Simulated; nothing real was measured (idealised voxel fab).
This section sets out a process module, namely voxel self aligned vias.
This is section cut - it's 185 nm across, gridded in 5 nm square cells.
A cross-section in this document is a grid of square cells, and it is written down as bands, the top band listed before the ones below it; a band is made up of one or more rows of cells. Heights first: top, then bottom, in nm. Then materials, left to right, each with a width in nm. "edge to edge" on a single material: fills the band edge to edge. "blank": empty space. Heads up on the height convention: 0 is the point under which the incoming wafer is all one material, and the lowest band has no bottom, it just keeps going down, like "0 -> down". The notation "30 to 40" denotes a width that varies across the rows of cells in the band, beginning at the first number in the top row, finishing at the second number in the bottom row, and changing by an identical amount from each row to the next. "no alteration" -> step changed no cross-section cell. This entry, "Closed cavities", enumerates those empty regions of no fewer than 8 cells that possess no open connection to the top. Each region is reported in the form width x height at distance, the distance being taken from the left edge, with all three quantities expressed in nm. Anything after a step's settings on that line? It's the simulator's own note about the step. When a step includes a mask, the "overlay nm" setting on its line states how far to the right of its planned place that mask lay, and negative values state how far to the left.
Set out below are the planned steps of the process:
step 1: RECEIVE, material Si
step 2: CONFORMAL_DEP, material SiO2, thk nm 10
step 3: CONFORMAL_DEP, material SiCN, thk nm 5
step 4: DIRECTIONAL_DEP, material SiO2, thk nm 30
step 5: PATTERN, tone open, mask id LINES, material resist, width nm 20, pitch nm 55, thk nm 15, overlay nm 0
step 6: DIRECTIONAL_ETCH, etch materials SiO2, depth nm 20
step 7: STRIP, etch materials resist
step 8: CONFORMAL_DEP, material TiN, thk nm 5
step 9: FILL_DEP, material Ru, thk nm 10
step 10: CMP, height nm 45
step 11: SELECTIVE_ETCH, etch materials W Ru TiN, depth nm 5
step 12: FILL_DEP, material SiN, thk nm 10
step 13: CMP, height nm 45
step 14: DIRECTIONAL_DEP, material SiO2, thk nm 15
step 15: PATTERN, tone open, mask id VIAS, material resist, width nm 30, pitch nm 55, thk nm 20, overlay nm 0
step 16: DIRECTIONAL_ETCH, etch materials SiO2, depth nm 15
step 17: DIRECTIONAL_ETCH, etch materials SiN, depth nm 5
step 18: STRIP, etch materials resist
step 19: CONFORMAL_DEP, material TiN, thk nm 5
step 20: FILL_DEP, material Cu, thk nm 10
step 21: CMP, height nm 60
step 22: CONFORMAL_DEP, material SiN, thk nm 5
The value of depth nm given for step 6 in the plan refers to the first wafer; the wafers vary in this setting and are alike at the start.
Cross-section, first of several wafers, as delivered after step 1:
    0 -> down  Si edge to edge
    Closed cavities: none
Row per wafer, end-of-module: cell gain (+)/loss (-) by material since the wafer came in, then closed voids:
depth nm 20 | +20 Cu | +8 Ru | +37 SiCN | +37 SiN | +339 SiO2 | +40 TiN | Closed cavities: none
depth nm 25 | +20 Cu | +12 Ru | +37 SiCN | +37 SiN | +331 SiO2 | +44 TiN | Closed cavities: none
depth nm 30 | +20 Cu | +16 Ru | +37 SiCN | +37 SiN | +323 SiO2 | +48 TiN | Closed cavities: none
depth nm 35 | +20 Cu | +16 Ru | +37 SiCN | +37 SiN | +323 SiO2 | +48 TiN | Closed cavities: none
depth nm 40 | +20 Cu | +16 Ru | +37 SiCN | +37 SiN | +323 SiO2 | +48 TiN | Closed cavities: none
depth nm 45 | +20 Cu | +16 Ru | +37 SiCN | +37 SiN | +323 SiO2 | +48 TiN | Closed cavities: none
